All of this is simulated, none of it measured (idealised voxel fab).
Process module, titled voxel trench capacitor
The cross-section shown here is cut; it is 185 nm wide and divided into square cells measuring 5 nm on a side.
Heads up, the way a cross-section reads in here is a grid of square cells, handed over as bands from the top down, with every band being one or more rows of cells.
Read a band's entry like this: the first values are the height of its top and the height of its bottom in nm, and what follows is the sequence of materials from left to right, each with its width in nm. Note that "air" is empty space, and that a single material marked "edge to edge" reaches across the band from edge to edge.
The reference from which all heights are counted is 0, the level beneath which the as-received wafer is entirely one material; the lowest band, having no lower bound, proceeds downward and is written after the example "0..down".
A width such as "30..40" changes by the same amount from each row of cells to the next, from the band's top row to its bottom row.
"no alteration" -> step changed no cross-section cell.
"Closed void table": empty spaces of 8 cells or more with no open way to the top, each given as width x height at distance, distance from the left edge, all in nm.
If you see something after the settings on a step's line, that's the simulator's own remark about that step.
A step's line can hold "overlay nm"; with a mask on that step, the setting says how far right of the planned place the mask lay, while a negative setting says it lay to the left.

# Process steps foreseen in the plan
- 1: RECEIVE,material Si
- 2: CONFORMAL_DEP,material SiN,thk nm 10
- 3: DIRECTIONAL_DEP,material aC,thk nm 15
- 4: PATTERN,tone open,mask id TRENCH,material resist,width nm 25,pitch nm 50,thk nm 30,overlay nm 0
- 5: DIRECTIONAL_ETCH,etch materials aC,depth nm 15
- 6: STRIP,etch materials resist
- 7: DIRECTIONAL_ETCH,etch materials SiN,depth nm 10
- 8: DIRECTIONAL_ETCH,etch materials Si,depth nm 35
- 9: STRIP,etch materials aC
- 10: CONFORMAL_DEP,material Al2O3,thk nm 5
- 11: CONFORMAL_DEP,material TiN,thk nm 5
- 12: FILL_DEP,material W,thk nm 10
- 13: CMP,height nm 10

# Delivered wafer in cross-section: state after step 1
> 0..down = Si edge to edge
> Closed void table: none

# Wafer cross-section at end of module: start and plan as shown above, one execution error
> 30..20 = W edge to edge
> 20..15 = 65 nm TiN / 5 nm W / 45 nm TiN / 5 nm W / 65 nm TiN
> 15..10 = 60 nm Al2O3 / 5 nm TiN / 5 nm W / 5 nm TiN / 35 nm Al2O3 / 5 nm TiN / 5 nm W / 5 nm TiN / 60 nm Al2O3
> 10..0 = 55 nm SiN / 5 nm Al2O3 / 5 nm TiN / 5 nm W / 5 nm TiN / 5 nm Al2O3 / 25 nm SiN / 5 nm Al2O3 / 5 nm TiN / 5 nm W / 5 nm TiN / 5 nm Al2O3 / 55 nm SiN
> 0..-25 = 55 nm Si / 5 nm Al2O3 / 5 nm TiN / 5 nm W / 5 nm TiN / 5 nm Al2O3 / 25 nm Si / 5 nm Al2O3 / 5 nm TiN / 5 nm W / 5 nm TiN / 5 nm Al2O3 / 55 nm Si
> -25..-30 = 55 nm Si / 5 nm Al2O3 / 15 nm TiN / 5 nm Al2O3 / 25 nm Si / 5 nm Al2O3 / 15 nm TiN / 5 nm Al2O3 / 55 nm Si
> -30..-35 = 55 nm Si / 25 nm Al2O3 / 25 nm Si / 25 nm Al2O3 / 55 nm Si
> -35..down = Si edge to edge
> Closed void table: none
Plan not followed: step 13 of the plan never got run, it was skipped over
